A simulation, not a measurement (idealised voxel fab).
The following is a process module called voxel transistor to metal.
Shown is cross-section cut, with a width of 300 nm and square cells of size 5 nm.
Just so we're on the same page, the cross-sections are grids of square cells, and they're listed out in bands top to bottom, each band one or more rows deep. In this notation a band is specified by the heights of its top and bottom, in that order and in nm, after which its materials appear from left to right, each paired with its width in nm. The word "full width" attached to a single material means that material fills the band from edge to edge; the word "air" stands for empty space. Convention: height 0 is the level below which the wafer, as received, is all one material. The lowest band does not terminate at the bottom but continues downward, represented as "0 down". Graded width ("30..40"): value in top row of band = first number; value in bottom row = second number; row-to-row change constant. "nothing got changed" -> step changed no cross-section cell. Voids not open to the top, 8 cells minimum: see "Closed void register". Written width x height at distance; distance is from the left edge; nm. Whatever follows a step's settings on its line is a remark the simulator itself makes about that step. The setting "overlay nm" may be written on the line of a step. When the step uses a mask, the value reports how far to the right of the planned place the mask lay, and a negative value reports that it lay to the left.

**Here's what the planned process steps look like**
1: op RECEIVE | material Si
2: op OXIDIZE | depth nm 5
3: op CONFORMAL_DEP | material SiN | thk nm 15
4: op MASKED_ETCH | tone cover | mask id ACTIVE | width nm 105 | pitch nm 125 | etch materials SiN | depth nm 15 | overlay nm 0
5: op MASKED_ETCH | tone cover | mask id ACTIVE | width nm 105 | pitch nm 125 | etch materials SiO2 | depth nm 5 | overlay nm 0
6: op MASKED_ETCH | tone cover | mask id ACTIVE | width nm 105 | pitch nm 125 | etch materials Si | depth nm 35 | overlay nm 0
7: op FILL_DEP | material SiO2 | thk nm 5
8: op CMP | height nm 15
9: op SELECTIVE_ETCH | etch materials SiO2 | depth nm 15
10: op STRIP | etch materials SiN
11: op SELECTIVE_ETCH | etch materials SiO2 | depth nm 5
12: op OXIDIZE | depth nm 5
13: op DIRECTIONAL_DEP | material polySi | thk nm 20
14: op DIRECTIONAL_DEP | material SiCN | thk nm 15
15: op MASKED_ETCH | tone cover | mask id GATE | width nm 25 | pitch nm 125 | etch materials SiCN | depth nm 25 | overlay nm 0
16: op MASKED_ETCH | tone cover | mask id GATE | width nm 25 | pitch nm 125 | etch materials polySi | depth nm 30 | overlay nm 0
17: op CONFORMAL_DEP | material SiN | thk nm 10
18: op DIRECTIONAL_ETCH | etch materials SiN | depth nm 10
19: op DIRECTIONAL_ETCH | etch materials SiO2 | depth nm 5
20: op DIRECTIONAL_ETCH | etch materials Si | depth nm 15
21: op EPI | material pSi | thk nm 20
22: op FILL_DEP | material SiO2 | thk nm 10
23: op CMP | height nm 30
24: op DIRECTIONAL_DEP | material SiO2 | thk nm 15
25: op PATTERN | tone open | mask id CONTACT | material resist | width nm 15 | thk nm 15 | overlay nm 0
26: op DIRECTIONAL_ETCH | etch materials SiO2 | depth nm 35
27: op STRIP | etch materials resist
28: op CONFORMAL_DEP | material TiN | thk nm 5
29: op FILL_DEP | material Ru | thk nm 10
30: op CMP | height nm 45
31: op CONFORMAL_DEP | material SiCN | thk nm 5
32: op DIRECTIONAL_DEP | material lowk | thk nm 20
33: op DIRECTIONAL_DEP | material aC | thk nm 10
34: op PATTERN | tone open | mask id METAL_1 | material resist | width nm 15 | thk nm 25 | overlay nm 0
35: op DIRECTIONAL_ETCH | etch materials aC | depth nm 10
36: op STRIP | etch materials resist
37: op DIRECTIONAL_ETCH | etch materials lowk | depth nm 20
38: op DIRECTIONAL_ETCH | etch materials SiCN | depth nm 5
39: op STRIP | etch materials aC
40: op CONFORMAL_DEP | material TiN | thk nm 5
41: op FILL_DEP | material W | thk nm 10
42: op CMP | height nm 70
43: op CONFORMAL_DEP | material SiN | thk nm 5

**Cross-section of the wafer upon arrival, representing the state reached after step 1**
> 0 down  Si full width
> Closed void register: none

**End-of-module cross-section of the first of two wafers, processed as planned**
> 75 to 70  SiN full width
> 70 to 50  lowk: 45, then TiN: 5, then W: 5, then TiN: 5, then lowk: 55, then TiN: 5, then W: 5, then TiN: 5, then lowk: 40, then TiN: 5, then W: 5, then TiN: 5, then lowk: 55, then TiN: 5, then W: 5, then TiN: 5, then lowk: 45
> 50 to 45  SiCN: 45, then TiN: 15, then SiCN: 55, then TiN: 15, then SiCN: 40, then TiN: 15, then SiCN: 55, then TiN: 15, then SiCN: 45
> 45 to 30  SiO2: 45, then TiN: 5, then Ru: 5, then TiN: 5, then SiO2: 55, then TiN: 5, then Ru: 5, then TiN: 5, then SiO2: 40, then TiN: 5, then Ru: 5, then TiN: 5, then SiO2: 55, then TiN: 5, then Ru: 5, then TiN: 5, then SiO2: 45
> 30 to 15  SiO2: 45, then TiN: 5, then Ru: 5, then TiN: 5, then SiO2: 5, then SiN: 10, then SiCN: 25, then SiN: 10, then SiO2: 5, then TiN: 5, then Ru: 5, then TiN: 5, then SiO2: 40, then TiN: 5, then Ru: 5, then TiN: 5, then SiO2: 5, then SiN: 10, then SiCN: 25, then SiN: 10, then SiO2: 5, then TiN: 5, then Ru: 5, then TiN: 5, then SiO2: 45
> 15 to 10  SiO2: 45, then TiN: 15, then SiO2: 5, then SiN: 10, then polySi: 25, then SiN: 10, then SiO2: 5, then TiN: 15, then SiO2: 40, then TiN: 15, then SiO2: 5, then SiN: 10, then polySi: 25, then SiN: 10, then SiO2: 5, then TiN: 15, then SiO2: 45
> 10 to -5  SiO2: 45, then pSi: 20, then SiN: 10, then polySi: 25, then SiN: 10, then pSi: 20, then SiO2: 40, then pSi: 20, then SiN: 10, then polySi: 25, then SiN: 10, then pSi: 20, then SiO2: 45
> -5 to -10  SiO2: 30, then pSi: 35, then SiO2: 45, then pSi: 35, then SiO2: 10, then pSi: 35, then SiO2: 45, then pSi: 35, then SiO2: 30
> -10 to -25  SiO2: 35, then pSi: 30, then Si: 45, then pSi: 30, then SiO2: 20, then pSi: 30, then Si: 45, then pSi: 30, then SiO2: 35
> -25 to -40  SiO2: 35, then Si: 105, then SiO2: 20, then Si: 105, then SiO2: 35
> -40 down  Si full width
> Closed void register: none

**Here's the second of our two wafers sectioned at module end. Same start as the first, same plan, but one mistake got made running it**
> 75 to 70  SiN full width
> 70 to 50  lowk: 45, then TiN: 5, then W: 5, then TiN: 5, then lowk: 55, then TiN: 5, then W: 5, then TiN: 5, then lowk: 40, then TiN: 5, then W: 5, then TiN: 5, then lowk: 55, then TiN: 5, then W: 5, then TiN: 5, then lowk: 45
> 50 to 45  SiCN: 45, then TiN: 15, then SiCN: 55, then TiN: 15, then SiCN: 40, then TiN: 15, then SiCN: 55, then TiN: 15, then SiCN: 45
> 45 to 30  SiO2: 45, then TiN: 5, then Ru: 5, then TiN: 5, then SiO2: 55, then TiN: 5, then Ru: 5, then TiN: 5, then SiO2: 40, then TiN: 5, then Ru: 5, then TiN: 5, then SiO2: 55, then TiN: 5, then Ru: 5, then TiN: 5, then SiO2: 45
> 30 to 20  SiO2: 45, then TiN: 5, then Ru: 5, then TiN: 5, then SiO2: 5, then SiN: 10, then SiCN: 25, then SiN: 10, then SiO2: 5, then TiN: 5, then Ru: 5, then TiN: 5, then SiO2: 40, then TiN: 5, then Ru: 5, then TiN: 5, then SiO2: 5, then SiN: 10, then SiCN: 25, then SiN: 10, then SiO2: 5, then TiN: 5, then Ru: 5, then TiN: 5, then SiO2: 45
> 20 to 15  SiO2: 45, then TiN: 15, then SiO2: 5, then SiN: 10, then polySi: 25, then SiN: 10, then SiO2: 5, then TiN: 15, then SiO2: 40, then TiN: 15, then SiO2: 5, then SiN: 10, then polySi: 25, then SiN: 10, then SiO2: 5, then TiN: 15, then SiO2: 45
> 15 to 10  SiO2: 45, then pSi: 20, then SiN: 10, then polySi: 25, then SiN: 10, then pSi: 20, then SiO2: 40, then pSi: 20, then SiN: 10, then polySi: 25, then SiN: 10, then pSi: 20, then SiO2: 45
> 10 to 0  SiO2: 30, then pSi: 35, then SiN: 10, then polySi: 25, then SiN: 10, then pSi: 35, then SiO2: 10, then pSi: 35, then SiN: 10, then polySi: 25, then SiN: 10, then pSi: 35, then SiO2: 30
> 0 to -5  SiO2: 30, then SiN: 10, then pSi: 25, then SiO2: 45, then pSi: 25, then SiN: 10, then SiO2: 10, then SiN: 10, then pSi: 25, then SiO2: 45, then pSi: 25, then SiN: 10, then SiO2: 30
> -5 to -10  SiO2: 45, then pSi: 20, then Si: 45, then pSi: 20, then SiO2: 40, then pSi: 20, then Si: 45, then pSi: 20, then SiO2: 45
> -10 to -20  SiO2: 35, then Si: 10, then pSi: 20, then Si: 45, then pSi: 20, then Si: 10, then SiO2: 20, then Si: 10, then pSi: 20, then Si: 45, then pSi: 20, then Si: 10, then SiO2: 35
> -20 to -40  SiO2: 35, then Si: 105, then SiO2: 20, then Si: 105, then SiO2: 35
> -40 down  Si full width
> Closed void register: none
It is concluded that the wafer was processed incorrectly with respect to the plan, in that the executed order of steps 10 and 11 is the reverse of that specified in the plan, each step having taken the other's position
Final comparison by cell count, materials where the second wafer has more or fewer than the first: 4 fewer of Ru | 58 more of Si | 10 fewer of SiCN | 28 fewer of SiO2 | 8 fewer of TiN | 8 fewer of pSi
